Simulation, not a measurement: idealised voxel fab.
Process module under the name voxel ribs on slabs
FYI the section here is cut, 140 nm wide, cells are 5 nm squares.
If you're reading a cross-section in this doc, picture square cells in a grid; it comes to you as bands, top ones listed first down to the bottom, and a band can be one or more rows of cells.
This entry defines a band. It first specifies the height of the band's top and the height of its bottom in nm, and then specifies the band's materials from left to right, stating each material with its width in nm. The word "throughout" identifies a single material that fills the band from edge to edge, while the word "blank" identifies empty space.
Heads up on the height convention: 0 is the point under which the incoming wafer is all one material, and the lowest band has no bottom, it just keeps going down, like "top 0, no bottom".
Quick explanation for "30..40": the width changes in equal steps down the rows of cells, from the first number in the band's top row to the second number in its bottom row.
Key: "left unchanged" - step with no changed cell in the cross-section.
Closed-off voids of 8+ cells (no open route to the top) go in "Enclosed void entries", written width x height at distance from the left edge, in nm.
On each step's line, the part that comes after the settings is the simulator's own comment on the step.
overlay nm: on a step with a mask, how far right of its planned place the mask lay; negative means left.
The planned process steps are enumerated hereunder:
step 1: RECEIVE (material Si)
step 2: DIRECTIONAL_DEP (material SiO2; thk nm 20)
step 3: DIRECTIONAL_DEP (material polySi; thk nm 15)
step 4: MASKED_ETCH (tone cover; mask id RIB; width nm 15; etch materials polySi; depth nm 10; overlay nm 0)
step 5: MASKED_ETCH (tone cover; mask id SLAB; width nm 45; etch materials polySi; depth nm 5; overlay nm 0)
step 6: FILL_DEP (material SiO2; thk nm 20)
step 7: CMP (height nm 50)
step 8: DIRECTIONAL_DEP (material W; thk nm 5)
step 9: DIRECTIONAL_DEP (material aC; thk nm 10)
step 10: PATTERN (tone cover; mask id HEATER; material resist; width nm 25; thk nm 30; overlay nm 0)
step 11: DIRECTIONAL_ETCH (etch materials aC; depth nm 10)
step 12: STRIP (etch materials resist)
step 13: DIRECTIONAL_ETCH (etch materials W; depth nm 5)
step 14: STRIP (etch materials aC)
step 15: CONFORMAL_DEP (material SiN; thk nm 5)
Across this set of wafers, the varied parameter is the thk nm of step 8. Starting conditions are identical for every wafer, and the plan reports the value assigned to the first wafer.
First of several wafers (as received, post step 1), cross-sectional view:
top 0, no bottom = Si throughout
Enclosed void entries: none
Wafer cross-section (first of several) - module end, post step 15 (last step):
top 60, bottom 55 = blank (50); SiN (35); blank (55)
top 55, bottom 50 = SiN (55); W (25); SiN (60)
top 50, bottom 35 = SiO2 throughout
top 35, bottom 25 = SiO2 (60); polySi (15); SiO2 (65)
top 25, bottom 20 = SiO2 (45); polySi (45); SiO2 (50)
top 20, bottom 0 = SiO2 throughout
top 0, no bottom = Si throughout
Enclosed void entries: none
So this is the cross-section on the last wafer at the end of the module:
top 75, bottom 70 = blank (50); SiN (35); blank (55)
top 70, bottom 65 = SiN (55); W (25); SiN (60)
top 65, bottom 50 = W throughout
top 50, bottom 35 = SiO2 throughout
top 35, bottom 25 = SiO2 (60); polySi (15); SiO2 (65)
top 25, bottom 20 = SiO2 (45); polySi (45); SiO2 (50)
top 20, bottom 0 = SiO2 throughout
top 0, no bottom = Si throughout
Enclosed void entries: none
Row per wafer, end-of-module: cell gain (+)/loss (-) by material since the wafer came in, then closed voids:
thk nm 5 | +30 SiN | +265 SiO2 | +5 W | +15 polySi | Enclosed void entries: none
thk nm 10 | +30 SiN | +265 SiO2 | +33 W | +15 polySi | Enclosed void entries: none
thk nm 15 | +30 SiN | +265 SiO2 | +61 W | +15 polySi | Enclosed void entries: none
thk nm 20 | +30 SiN | +265 SiO2 | +89 W | +15 polySi | Enclosed void entries: none
